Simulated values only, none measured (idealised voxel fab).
Module name: voxel spacer lines (process module)
For reference, the cross-section in this document is cut, with width 170 nm and square cells of 5 nm.
Cross-section = grid of square cells, listed top down in bands; band = one or more rows. Top, bottom (nm), then materials left to right with widths (nm); lone material tagged "everywhere" fills the whole band edge to edge; "air" = empty space. Convention: height 0 is the level below which the wafer, as received, is all one material. The lowest band does not terminate at the bottom but continues downward, represented as "0 -> down". A width such as "30..40" changes by the same amount from each row of cells to the next, from the band's top row to its bottom row. Given "same as before" for a step, no cell of the cross-section differs between before and after that step. So "Unvented cavities" is basically the list of trapped voids: any empty space of 8 cells or more that can't reach the top through an opening. They're written width x height at distance, the distance being from the left edge, and it's all nm. Step line, after settings: the simulator's comment on this step. overlay nm: on a step with a mask, how far right of its planned place the mask lay; negative means left.

The steps planned for the process are as follows
1) RECEIVE: material Si
2) CONFORMAL_DEP: material Al2O3, thk nm 10
3) DIRECTIONAL_DEP: material TiN, thk nm 10
4) DIRECTIONAL_DEP: material polySi, thk nm 25
5) PATTERN: tone cover, mask id MANDREL, material resist, width nm 15, pitch nm 60, thk nm 35, overlay nm 0
6) DIRECTIONAL_ETCH: etch materials polySi, depth nm 25
7) STRIP: etch materials resist
8) CONFORMAL_DEP: material SiO2, thk nm 15
9) DIRECTIONAL_ETCH: etch materials SiO2, depth nm 15
10) STRIP: etch materials polySi
11) DIRECTIONAL_ETCH: etch materials TiN, depth nm 10
12) STRIP: etch materials SiO2
13) FILL_DEP: material lowk, thk nm 5
14) CMP: height nm 20

Here's what the wafer looked like in cross-section when it arrived - that's after step 1
	0 -> down: Si everywhere
	Unvented cavities: none

Result of the module, cross-sectioned: start per above, plan per above, one error in how it was run
	15 -> 10: lowk 30, TiN 15, lowk 15, TiN 15, lowk 15, TiN 15, lowk 15, TiN 15, lowk 35
	10 -> 0: Al2O3 everywhere
	0 -> down: Si everywhere
	Unvented cavities: none
The mistake made against the process plan was this: step 14 off recipe, ran as CMP: height nm 15
